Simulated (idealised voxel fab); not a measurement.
process module | voxel self aligned contacts
cross-section cut | 270 nm wide | cells 5 nm
A cross-section is a grid of square cells, given in bands from the top down. A band is one or more rows of cells.
Each band's line starts with the height of the band's top and of its bottom, in nm. Then come its materials from left to right, each with its width in nm. One material with "throughout" fills the band from edge to edge. "air" is empty space.
Height 0 is the level under which the wafer as received is all one material. The lowest band goes on downwards, as in "0 down".
A width such as "30 to 40" changes by the same amount from each row of cells to the next, from the band's top row to its bottom row.
"no change" after a step means that no cell of the cross-section changed.
closed voids: empty space of 8 cells or more with no open way to the top, each as width x height at its distance from the left edge, in nm
after a step's settings: what the simulator itself notes on the step
overlay nm, on a step with a mask: how far to the right of its planned place the mask lay; to the left if negative
plan
1 op RECEIVE | material Si
2 op CONFORMAL_DEP | material SiO2 | thk nm 5
3 op DIRECTIONAL_DEP | material polySi | thk nm 25
4 op DIRECTIONAL_DEP | material SiN | thk nm 25
5 op DIRECTIONAL_DEP | material aC | thk nm 10
6 op PATTERN | tone cover | mask id GATE | material resist | width nm 30 | pitch nm 75 | thk nm 25 | overlay nm 0
7 op DIRECTIONAL_ETCH | etch materials aC | depth nm 10
8 op STRIP | etch materials resist
9 op DIRECTIONAL_ETCH | etch materials SiN | depth nm 25
10 op DIRECTIONAL_ETCH | etch materials polySi | depth nm 25
11 op STRIP | etch materials aC
12 op CONFORMAL_DEP | material SiN | thk nm 10
13 op DIRECTIONAL_ETCH | etch materials SiN | depth nm 10
14 op FILL_DEP | material SiO2 | thk nm 10
15 op CMP | height nm 60
16 op DIRECTIONAL_DEP | material aC | thk nm 10
17 op PATTERN | tone open | mask id CONTACT | material resist | width nm 55 | thk nm 30 | overlay nm 0
18 op DIRECTIONAL_ETCH | etch materials aC | depth nm 10
19 op STRIP | etch materials resist
20 op DIRECTIONAL_ETCH | etch materials SiO2 | depth nm 60
21 op STRIP | etch materials aC
22 op CONFORMAL_DEP | material TiN | thk nm 5
23 op FILL_DEP | material W | thk nm 5
24 op CMP | height nm 60
25 op CONFORMAL_DEP | material SiCN | thk nm 5
as received, after step 1
  0 down: Si throughout
  closed voids: none
first wafer at the end, as planned
  65 to 60: SiCN throughout
  60 to 55: SiO2 105 | TiN 20 | W 15 | TiN 20 | SiO2 110
  55 to 30: SiO2 70 | SiN 50 | TiN 5 | W 15 | TiN 5 | SiN 50 | SiO2 75
  30 to 5: SiO2 70 | SiN 10 | polySi 30 | SiN 10 | TiN 5 | W 15 | TiN 5 | SiN 10 | polySi 30 | SiN 10 | SiO2 75
  5 to 0: SiO2 120 | TiN 25 | SiO2 125
  0 down: Si throughout
  closed voids: none
second wafer at the end: like start, like plan, one mistake
  65 to 60: SiCN throughout
  60 to 50: SiO2 105 | TiN 5 to 20 | W 45 to 15 | TiN 5 to 20 | SiO2 110
  50 to 25: SiO2 70 | SiN 50 | TiN 5 | W 15 | TiN 5 | SiN 50 | SiO2 75
  25 to 5: SiO2 70 | SiN 10 | polySi 30 | SiN 10 | TiN 5 | W 15 | TiN 5 | SiN 10 | polySi 30 | SiN 10 | SiO2 75
  5 to 0: SiO2 70 | SiN 10 | polySi 30 | SiN 10 | TiN 25 | SiN 10 | polySi 30 | SiN 10 | SiO2 75
  0 down: Si throughout
  closed voids: none
what went wrong: step 2 was left out
at the end the second wafer has, in cells: 6 fewer of SiO2 | 6 more of W
